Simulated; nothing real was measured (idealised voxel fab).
process module | voxel capacitor over wiring
cross-section cut | 180 nm wide | cells 5 nm
A cross-section is a grid of square cells, given in bands from the top down. A band is one or more rows of cells.
Each band's line starts with the height of the band's top and of its bottom, in nm. Then come its materials from left to right, each with its width in nm. One material with "throughout" fills the band from edge to edge. "air" is empty space.
Height 0 is the level under which the wafer as received is all one material. The lowest band goes on downwards, as in "0 down".
A width such as "30 to 40" changes by the same amount from each row of cells to the next, from the band's top row to its bottom row.
"no change" after a step means that no cell of the cross-section changed.
closed voids: empty space of 8 cells or more with no open way to the top, each as width x height at its distance from the left edge, in nm
after a step's settings: what the simulator itself notes on the step
overlay nm, on a step with a mask: how far to the right of its planned place the mask lay; to the left if negative
plan
1 op RECEIVE | material Si
2 op CONFORMAL_DEP | material SiO2 | thk nm 10
3 op DIRECTIONAL_DEP | material TiN | thk nm 5
4 op DIRECTIONAL_DEP | material Ru | thk nm 20
5 op MASKED_ETCH | tone cover | mask id METAL_1 | width nm 20 | pitch nm 75 | etch materials Ru | depth nm 20 | overlay nm 0
6 op MASKED_ETCH | tone cover | mask id METAL_1 | width nm 20 | pitch nm 75 | etch materials TiN | depth nm 5 | overlay nm 0
7 op CONFORMAL_DEP | material SiN | thk nm 5
8 op FILL_DEP | material SiO2 | thk nm 10
9 op CMP | height nm 35
10 op CONFORMAL_DEP | material SiCN | thk nm 5
11 op DIRECTIONAL_DEP | material lowk | thk nm 10
12 op PATTERN | tone open | mask id PLUG_1 | material resist | width nm 15 | thk nm 15 | overlay nm 0
13 op DIRECTIONAL_ETCH | etch materials lowk | depth nm 10
14 op DIRECTIONAL_ETCH | etch materials SiCN | depth nm 5
15 op STRIP | etch materials resist
16 op CONFORMAL_DEP | material TiN | thk nm 5
17 op FILL_DEP | material W | thk nm 10
18 op CMP | height nm 50
19 op DIRECTIONAL_DEP | material TiN | thk nm 5
20 op DIRECTIONAL_DEP | material SiN | thk nm 5
21 op DIRECTIONAL_DEP | material TiN | thk nm 10
22 op PATTERN | tone cover | mask id UPPER_PLATE | material resist | width nm 60 | thk nm 15 | overlay nm 0
23 op DIRECTIONAL_ETCH | etch materials TiN | depth nm 10
24 op DIRECTIONAL_ETCH | etch materials SiN | depth nm 5
25 op STRIP | etch materials resist
26 op PATTERN | tone cover | mask id LOWER_PLATE | material resist | width nm 70 | thk nm 15 | overlay nm 0
27 op DIRECTIONAL_ETCH | etch materials TiN | depth nm 5
28 op STRIP | etch materials resist
29 op FILL_DEP | material SiO2 | thk nm 15
30 op CMP | height nm 80
31 op PATTERN | tone open | mask id PLUG_2 | material resist | width nm 15 | thk nm 15 | overlay nm 0
32 op DIRECTIONAL_ETCH | etch materials SiO2 | depth nm 10
33 op STRIP | etch materials resist
34 op CONFORMAL_DEP | material TiN | thk nm 5
35 op FILL_DEP | material Ru | thk nm 10
36 op CMP | height nm 80
37 op CONFORMAL_DEP | material SiCN | thk nm 5
as received, after step 1
  0 down: Si throughout
  closed voids: none
first wafer at the end, as planned
  85 to 80: SiCN throughout
  80 to 75: SiO2 55 | TiN 5 | Ru 5 | TiN 5 | SiO2 110
  75 to 70: SiO2 55 | TiN 15 | SiO2 110
  70 to 60: SiO2 45 | TiN 60 | SiO2 75
  60 to 55: SiO2 45 | SiN 60 | SiO2 75
  55 to 50: SiO2 40 | TiN 70 | SiO2 70
  50 to 40: lowk 45 | TiN 5 | W 5 | TiN 5 | lowk 120
  40 to 35: SiCN 45 | TiN 15 | SiCN 120
  35 to 15: SiO2 35 | SiN 5 | Ru 20 | SiN 5 | SiO2 45 | SiN 5 | Ru 20 | SiN 5 | SiO2 40
  15 to 10: SiN 40 | TiN 20 | SiN 55 | TiN 20 | SiN 45
  10 to 0: SiO2 throughout
  0 down: Si throughout
  closed voids: none
second wafer at the end: like start, like plan, one mistake
  75 to 70: SiCN throughout
  70 to 60: SiO2 45 | TiN 60 | SiO2 75
  60 to 55: SiO2 45 | SiN 60 | SiO2 75
  55 to 50: SiO2 40 | TiN 70 | SiO2 70
  50 to 40: lowk 45 | TiN 5 | W 5 | TiN 5 | lowk 120
  40 to 35: SiCN 45 | TiN 15 | SiCN 120
  35 to 15: SiO2 35 | SiN 5 | Ru 20 | SiN 5 | SiO2 45 | SiN 5 | Ru 20 | SiN 5 | SiO2 40
  15 to 10: SiN 40 | TiN 20 | SiN 55 | TiN 20 | SiN 45
  10 to 0: SiO2 throughout
  0 down: Si throughout
  closed voids: none
what went wrong: step 36 ran as: op CMP | height nm 70
at the end the second wafer has, in cells: 1 fewer of Ru | 66 fewer of SiO2 | 5 fewer of TiN
